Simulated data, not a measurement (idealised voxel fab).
process module | voxel released beams
cross-section cut | 250 nm wide | cells 5 nm
A cross-section is a grid of square cells, given in bands from the top down. A band is one or more rows of cells.
Each band's line starts with the height of the band's top and of its bottom, in nm. Then come its materials from left to right, each with its width in nm. One material with "throughout" fills the band from edge to edge. "air" is empty space.
Height 0 is the level under which the wafer as received is all one material. The lowest band goes on downwards, as in "0 down".
A width such as "30 to 40" changes by the same amount from each row of cells to the next, from the band's top row to its bottom row.
"no change" after a step means that no cell of the cross-section changed.
closed voids: empty space of 8 cells or more with no open way to the top, each as width x height at its distance from the left edge, in nm
after a step's settings: what the simulator itself notes on the step
overlay nm, on a step with a mask: how far to the right of its planned place the mask lay; to the left if negative
plan
1 op RECEIVE | material Si
2 op CONFORMAL_DEP | material Al2O3 | thk nm 5
3 op DIRECTIONAL_DEP | material SiO2 | thk nm 10
4 op PATTERN | tone open | mask id ANCHOR | material resist | width nm 30 | thk nm 15 | overlay nm 0
5 op DIRECTIONAL_ETCH | etch materials SiO2 | depth nm 10
6 op STRIP | etch materials resist
7 op CONFORMAL_DEP | material SiN | thk nm 10
8 op PATTERN | tone cover | mask id BEAM | material resist | width nm 100 | thk nm 15 | overlay nm 0
9 op DIRECTIONAL_ETCH | etch materials SiN | depth nm 10
10 op STRIP | etch materials resist
11 op STRIP | etch materials SiO2
as received, after step 1
  0 down: Si throughout
  closed voids: none
first wafer at the end, as planned
  25 to 15: air 70 | SiN 15 | air 10 | SiN 75 | air 80
  15 to 5: air 75 | SiN 30 | air 145
  5 to 0: Al2O3 throughout
  0 down: Si throughout
  closed voids: none
second wafer at the end: like start, like plan, one mistake
  25 to 15: air 70 | SiN 45 | air 135
  15 to 5: air 65 | SiN 10 | SiO2 30 | SiN 65 | air 80
  5 to 0: Al2O3 throughout
  0 down: Si throughout
  closed voids: none
what went wrong: step 4 ran as: op PATTERN | tone cover | mask id ANCHOR | material resist | width nm 30 | thk nm 15 | overlay nm 0
at the end the second wafer has, in cells: 12 more of SiO2
